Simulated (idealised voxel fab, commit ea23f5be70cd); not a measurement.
Process module in this document: voxel capacitor over wiring
200 nm wide, 5 nm square cells: that's cross-section cut.
Cross-section, as written here: a square-cell grid given band by band from the top down, where a band holds one or more rows of cells. Heights first: top, then bottom, in nm. Then materials, left to right, each with a width in nm. "all across" on a single material: fills the band edge to edge. "blank": empty space. Ref level 0: as-received wafer is one material below here. Bottom band extends down with no lower bound ("0 and below"). Per-row width for "30 to 40": begins at first number (top row of band), ends at second number (bottom row), increment between rows held constant. The designation "no change", where it is given for a processing step, indicates that no cell of the cross-section was altered in the course of that step. Voids not open to the top, 8 cells minimum: see "Closed void list". Written width x height at distance; distance is from the left edge; nm. Anything after a step's settings on that line? It's the simulator's own note about the step. On any step carrying a mask, the "overlay nm" setting, if present on the step's line, tells how far right of its planned place the mask lay; negative values point to the left.
Listed below are the process steps as planned
step 1: RECEIVE | material Si
step 2: CONFORMAL_DEP | material SiO2 | thk nm 15
step 3: DIRECTIONAL_DEP | material TiN | thk nm 5
step 4: DIRECTIONAL_DEP | material W | thk nm 25
step 5: DIRECTIONAL_DEP | material aC | thk nm 15
step 6: PATTERN | tone cover | mask id METAL_1 | material resist | width nm 25 | pitch nm 95 | thk nm 30 | overlay nm 0
step 7: DIRECTIONAL_ETCH | etch materials aC | depth nm 15
step 8: STRIP | etch materials resist
step 9: DIRECTIONAL_ETCH | etch materials W | depth nm 25
step 10: DIRECTIONAL_ETCH | etch materials TiN | depth nm 5
step 11: STRIP | etch materials aC
step 12: FILL_DEP | material SiO2 | thk nm 10
step 13: CMP | height nm 45
step 14: CONFORMAL_DEP | material SiCN | thk nm 5
step 15: DIRECTIONAL_DEP | material lowk | thk nm 20
step 16: DIRECTIONAL_DEP | material aC | thk nm 15
step 17: PATTERN | tone open | mask id PLUG_1 | material resist | width nm 15 | thk nm 30 | overlay nm 0
step 18: DIRECTIONAL_ETCH | etch materials aC | depth nm 15
step 19: STRIP | etch materials resist
step 20: DIRECTIONAL_ETCH | etch materials lowk | depth nm 20
step 21: DIRECTIONAL_ETCH | etch materials SiCN | depth nm 5
step 22: STRIP | etch materials aC
step 23: CONFORMAL_DEP | material TiN | thk nm 5
step 24: FILL_DEP | material Cu | thk nm 5
step 25: CMP | height nm 70
step 26: DIRECTIONAL_DEP | material TiN | thk nm 10
step 27: DIRECTIONAL_DEP | material HfO2 | thk nm 5
step 28: DIRECTIONAL_DEP | material TiN | thk nm 5
step 29: MASKED_ETCH | tone cover | mask id UPPER_PLATE | width nm 75 | etch materials TiN | depth nm 5 | overlay nm 0
step 30: MASKED_ETCH | tone cover | mask id UPPER_PLATE | width nm 75 | etch materials HfO2 | depth nm 5 | overlay nm 0
step 31: MASKED_ETCH | tone cover | mask id LOWER_PLATE | width nm 85 | etch materials TiN | depth nm 10 | overlay nm 0
step 32: FILL_DEP | material SiO2 | thk nm 15
step 33: CMP | height nm 100
step 34: PATTERN | tone open | mask id PLUG_2 | material resist | width nm 15 | thk nm 20 | overlay nm 0
step 35: DIRECTIONAL_ETCH | etch materials SiO2 | depth nm 10
step 36: STRIP | etch materials resist
step 37: CONFORMAL_DEP | material TiN | thk nm 5
step 38: FILL_DEP | material W | thk nm 5
step 39: CMP | height nm 100
step 40: CONFORMAL_DEP | material SiN | thk nm 5
Delivered wafer in cross-section: state after step 1
  0 and below = Si all across
  Closed void list: none
The plan above was carried out on the starting structure above with one mistake, and this cross-section shows the wafer at the end of the module
  105 down to 100 = SiN all across
  100 down to 95 = SiO2=60, then TiN=5, then W=5, then TiN=5, then SiO2=125
  95 down to 85 = SiO2=60 to 50, then TiN=15 to 75, then SiO2=125 to 75
  85 down to 80 = SiCN all across
  80 down to 70 = TiN all across
  70 down to 50 = lowk=50, then TiN=5, then Cu=5, then TiN=5, then lowk=135
  50 down to 45 = SiCN=50, then TiN=15, then SiCN=135
  45 down to 20 = SiO2=40, then W=25, then SiO2=70, then W=25, then SiO2=40
  20 down to 15 = SiO2=40, then TiN=25, then SiO2=70, then TiN=25, then SiO2=40
  15 down to 0 = SiO2 all across
  0 and below = Si all across
  Closed void list: none
Diagnosis: step 27 went in with a setting other than planned; the actual run was DIRECTIONAL_DEP | material SiCN | thk nm 5
